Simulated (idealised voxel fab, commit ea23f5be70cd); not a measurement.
The document below concerns the process module designated voxel released beams.
The width of the displayed cross-section, cut, is 200 nm; its cells are square, with a size of 5 nm.
In this document a cross-section is written as a grid of square cells. It is given as a series of bands, listed from the top down, and a band is one or more rows of cells. Within each band entry, the heights of the top and of the bottom of the band appear first, in that order and in nm; the materials of the band then follow from left to right, each with its corresponding width in nm. The designation "throughout" on a single material indicates that it fills the band from edge to edge; the designation "air" indicates empty space. Height 0 is the level under which the wafer as received is all one material. The lowest band goes on downwards, as in "0 and below". Width spec "30..40" -> top row of cells at first value, bottom row at second value, equal per-row change in between. Take "remained the same" at face value: in the step it is given for, the cross-section changed in none of its cells. "Tabulated closed voids" lists enclosed empty spaces (at least 8 cells, no open path upward to the top), each as width x height at distance from the left edge, in nm. Text after the settings on a step's line: the simulator's own remark on that step. Regarding "overlay nm": on a step with a mask, it is the distance the mask lay to the right of its planned place; a negative value places it to the left.
# Planned step list for the process
1 op RECEIVE | material Si
2 op CONFORMAL_DEP | material SiN | thk nm 5
3 op DIRECTIONAL_DEP | material SiO2 | thk nm 20
4 op PATTERN | tone open | mask id ANCHOR | material resist | width nm 35 | thk nm 20 | overlay nm 0
5 op DIRECTIONAL_ETCH | etch materials SiO2 | depth nm 20
6 op STRIP | etch materials resist
7 op CONFORMAL_DEP | material TiN | thk nm 15
8 op MASKED_ETCH | tone cover | mask id BEAM | width nm 120 | etch materials TiN | depth nm 15 | overlay nm 0
9 op STRIP | etch materials SiO2
# Cross-section of the incoming wafer, state after step 1
  0 and below = Si throughout
  Tabulated closed voids: none
# a wafer at the end: this start, this plan, one mistake
  40 down to 25 = 35 of air | 120 of TiN | 45 of air
  25 down to 20 = SiN throughout
  20 down to 0 = SiO2 throughout
  0 and below = Si throughout
  Tabulated closed voids: none
Want to know what went wrong? the run placed steps 2 and 3 each in the position the plan gave to the other
